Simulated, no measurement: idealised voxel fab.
The following is a process module called voxel local oxidation.
The figure presents cross-section cut, which has a width of 225 nm and is divided into square cells with an edge length of 5 nm.
A cross-section in this document is a grid of square cells, and it is written down as bands, the top band listed before the ones below it; a band is made up of one or more rows of cells. The band entry comprises the height of the band's top followed by the height of its bottom, expressed in nm, and subsequently the band's materials from left to right, each stated together with its width in nm. Where a single material is marked with the word "throughout", that material fills the band from edge to edge. The word "empty" represents empty space. Height reference: 0 = level under which incoming wafer is all one material. Lowest band: no bottom, runs on downward, e.g. "0..down". A width such as "30 to 40" changes by the same amount from each row of cells to the next, from the band's top row to its bottom row. "no alteration" after a step means that no cell of the cross-section changed. Any empty space of 8 cells or more lacking an open way to the top shows up in "Entrapped void list" as width x height at distance, distance from the left edge, in nm. Past the settings on a step's line: simulator remark, on that step. The line of a step may include "overlay nm". On a step with a mask, this value is how far to the right of its planned place the mask lay. A negative value means the mask lay to the left.

**Listed below are the process steps as planned**
1: RECEIVE,material Si
2: OXIDIZE,depth nm 5
3: CONFORMAL_DEP,material SiN,thk nm 15
4: MASKED_ETCH,tone cover,mask id ACTIVE,width nm 95,etch materials SiN,depth nm 15,overlay nm 0
5: SELECTIVE_ETCH,etch materials SiO2,depth nm 5
6: OXIDIZE,depth nm 15
7: STRIP,etch materials SiN

**The first of a set of two wafers, run to plan**

**as received, after step 1**
* 0..down  Si throughout
* Entrapped void list: none

**Step 2 complete: cross-section through the wafer**
* 0..-5  SiO2 throughout
* Lower than -5, everything is as it was.

**Step 3 complete: cross-section through the wafer**
* 15..0  SiN throughout
* Lower than 0, everything is as it was.

**Step 4 complete: cross-section through the wafer**
* 15..0  empty (65); SiN (95); empty (65)
* Lower than 0, everything is as it was.

**Step 5 complete: cross-section through the wafer**
* 15..0  empty (65); SiN (95); empty (65)
* 0..-5  empty (70); SiO2 (85); empty (70)
* Lower than -5, everything is as it was.

**Step 6 complete: cross-section through the wafer**
* 15..0  empty (65); SiN (95); empty (65)
* 0..-5  empty (70); SiO2 (85); empty (70)
* -5..-20  SiO2 (85); Si (55); SiO2 (85)
* Lower than -20, everything is as it was.

**Step 7 complete: cross-section through the wafer**
* 0..-5  empty (70); SiO2 (85); empty (70)
* Lower than -5, everything is as it was.

**Wafer two of two - same starting point, same process plan, one mistake in execution; matches wafer one up to and including step 3**

**Cross-section of the second wafer corresponding to the planned conclusion of step 4**
* 15..0  SiN (65); empty (95); SiN (65)
* Lower than 0, everything is as it was.

**Cross-section of the second wafer corresponding to the planned conclusion of step 5**
* 15..0  SiN (65); empty (95); SiN (65)
* 0..-5  SiO2 (60); empty (105); SiO2 (60)
* Lower than -5, everything is as it was.

**Cross-section of the second wafer corresponding to the planned conclusion of step 6**
* 15..0  SiN (65); empty (95); SiN (65)
* 0..-5  SiO2 (60); empty (105); SiO2 (60)
* -5..-20  Si (45); SiO2 (135); Si (45)
* Lower than -20, everything is as it was.

**Cross-section of the second wafer corresponding to the planned conclusion of step 7**
* 0..-5  SiO2 (60); empty (105); SiO2 (60)
* Lower than -5, everything is as it was.
Nonconformance to the process plan: step 4 did not use the planned setting and instead ran as MASKED_ETCH,tone open,mask id ACTIVE,width nm 95,etch materials SiN,depth nm 15,overlay nm 0
FYI, end of process, the second wafer has more or fewer cells of some materials than the first: 21 more of Si, 14 fewer of SiO2
